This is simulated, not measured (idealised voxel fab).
Module name: voxel capacitor over wiring (process module)
cross-section cut | 255 nm wide | cells 5 nm
A cross-section is a grid of square cells, given in bands from the top down. A band is one or more rows of cells. Top height, bottom height, nm. Materials left to right, width each, nm. Single material + "all across" = fills band edge to edge. "empty" = empty. Height reference: 0 = level under which incoming wafer is all one material. Lowest band: no bottom, runs on downward, e.g. "from 0 down". The width entry "30->40" should be interpreted row by row: the top row of cells in the band takes the first number, the bottom row takes the second number, and the change between adjacent rows is uniform throughout. "nothing changed" after a step means that no cell of the cross-section changed. "Sealed-off cavities" means: voids of 8 cells or more that are shut off from the top with no open way through. Written width x height at distance, distance from the left edge, in nm. The remark found on a step's line after its settings is issued by the simulator itself and pertains to that step. Among the settings permitted on a step's line is "overlay nm"; applied to a step with a mask, it specifies the extent to which the mask lay to the right of its planned position, whereas a negative figure signifies a position to the left.
Steps in the process plan:
1,RECEIVE with material Si
2,CONFORMAL_DEP with material SiO2, thk nm 15
3,CONFORMAL_DEP with material SiCN, thk nm 5
4,DIRECTIONAL_DEP with material lowk, thk nm 15
5,PATTERN with tone open, mask id METAL_1, material resist, width nm 25, pitch nm 90, thk nm 15, overlay nm 0
6,DIRECTIONAL_ETCH with etch materials lowk, depth nm 15
7,DIRECTIONAL_ETCH with etch materials SiCN, depth nm 5
8,STRIP with etch materials resist
9,CONFORMAL_DEP with material TiN, thk nm 5
10,FILL_DEP with material Cu, thk nm 5
11,CMP with height nm 35
12,EPI with material Ru, thk nm 5
13,FILL_DEP with material SiCN, thk nm 5
14,DIRECTIONAL_DEP with material lowk, thk nm 15
15,DIRECTIONAL_DEP with material aC, thk nm 10
16,PATTERN with tone open, mask id PLUG_1, material resist, width nm 15, thk nm 25, overlay nm 0
17,DIRECTIONAL_ETCH with etch materials aC, depth nm 10
18,STRIP with etch materials resist
19,DIRECTIONAL_ETCH with etch materials lowk, depth nm 15
20,DIRECTIONAL_ETCH with etch materials SiCN, depth nm 5
21,STRIP with etch materials aC
22,EPI with material Ru, thk nm 10
23,EPI with material Ru, thk nm 10
24,DIRECTIONAL_DEP with material TiN, thk nm 5
25,DIRECTIONAL_DEP with material SiN, thk nm 5
26,DIRECTIONAL_DEP with material TiN, thk nm 10
27,MASKED_ETCH with tone cover, mask id UPPER_PLATE, width nm 70, etch materials TiN, depth nm 10, overlay nm 0
28,MASKED_ETCH with tone cover, mask id UPPER_PLATE, width nm 70, etch materials SiN, depth nm 5, overlay nm 0
29,PATTERN with tone cover, mask id LOWER_PLATE, material resist, width nm 80, thk nm 15, overlay nm 0
30,DIRECTIONAL_ETCH with etch materials TiN, depth nm 5
31,STRIP with etch materials resist
32,FILL_DEP with material SiO2, thk nm 15
33,CMP with height nm 90
34,PATTERN with tone open, mask id PLUG_2, material resist, width nm 15, thk nm 15, overlay nm 0
35,DIRECTIONAL_ETCH with etch materials SiO2, depth nm 10
36,STRIP with etch materials resist
37,CONFORMAL_DEP with material TiN, thk nm 5
38,FILL_DEP with material W, thk nm 5
39,CMP with height nm 90
40,CONFORMAL_DEP with material SiN, thk nm 5
Delivered wafer in cross-section: state after step 1:
from 0 down  Si all across
Sealed-off cavities: none
Cross-section, first of two wafers, end of module, run as planned:
from 95 to 90  SiN all across
from 90 to 85  90 of SiO2  5 of TiN  5 of W  5 of TiN  150 of SiO2
from 85 to 80  90 of SiO2  15 of TiN  150 of SiO2
from 80 to 70  80 of SiO2  70 of TiN  105 of SiO2
from 70 to 65  80 of SiO2  70 of SiN  105 of SiO2
from 65 to 60  75 of SiO2  80 of TiN  100 of SiO2
from 60 to 45  80 of lowk  15 of Ru  160 of lowk
from 45 to 40  80 of SiCN  15 of Ru  160 of SiCN
from 40 to 35  65 of SiCN  35 of Ru  55 of SiCN  35 of Ru  65 of SiCN
from 35 to 20  70 of lowk  5 of TiN  15 of Cu  5 of TiN  65 of lowk  5 of TiN  15 of Cu  5 of TiN  70 of lowk
from 20 to 15  70 of SiCN  25 of TiN  65 of SiCN  25 of TiN  70 of SiCN
from 15 to 0  SiO2 all across
from 0 down  Si all across
Sealed-off cavities: none
The second wafer, shown in cross-section after the module: started the same way as the first and given the same plan, yet one mistake crept into how it was run:
from 95 to 90  SiN all across
from 90 to 85  90 of SiO2  5 of TiN  5 of W  5 of TiN  150 of SiO2
from 85 to 80  90 of SiO2  15 of TiN  150 of SiO2
from 80 to 70  80 of SiO2  40 of TiN  15 of SiO2  15 of TiN  105 of SiO2
from 70 to 65  80 of SiO2  40 of SiN  15 of SiO2  15 of SiN  105 of SiO2
from 65 to 60  75 of SiO2  45 of TiN  15 of SiO2  20 of TiN  100 of SiO2
from 60 to 50  45 of SiO2  35 of Ru  15 of lowk  25 of Ru  15 of TiN  75 of Ru  45 of SiO2
from 50 to 45  45 of SiO2  35 of Ru  15 of lowk  25 of Ru  15 of SiN  75 of Ru  45 of SiO2
from 45 to 40  45 of SiO2  35 of Ru  15 of SiCN  25 of Ru  15 of TiN  75 of Ru  45 of SiO2
from 40 to 35  65 of SiCN  35 of Ru  55 of SiCN  35 of Ru  65 of SiCN
from 35 to 20  70 of lowk  5 of TiN  15 of Cu  5 of TiN  65 of lowk  5 of TiN  15 of Cu  5 of TiN  70 of lowk
from 20 to 15  70 of SiCN  25 of TiN  65 of SiCN  25 of TiN  70 of SiCN
from 15 to 0  SiO2 all across
from 0 down  Si all across
Sealed-off cavities: none
Finding, execution versus plan: contrary to plan, step 16 was performed as PATTERN with tone cover, mask id PLUG_1, material resist, width nm 15, thk nm 25, overlay nm 0
Wrapping up, a cell-based count of both wafers puts the second over or under the first for these materials: +96 Ru, -45 SiCN, +84 SiO2, -135 lowk
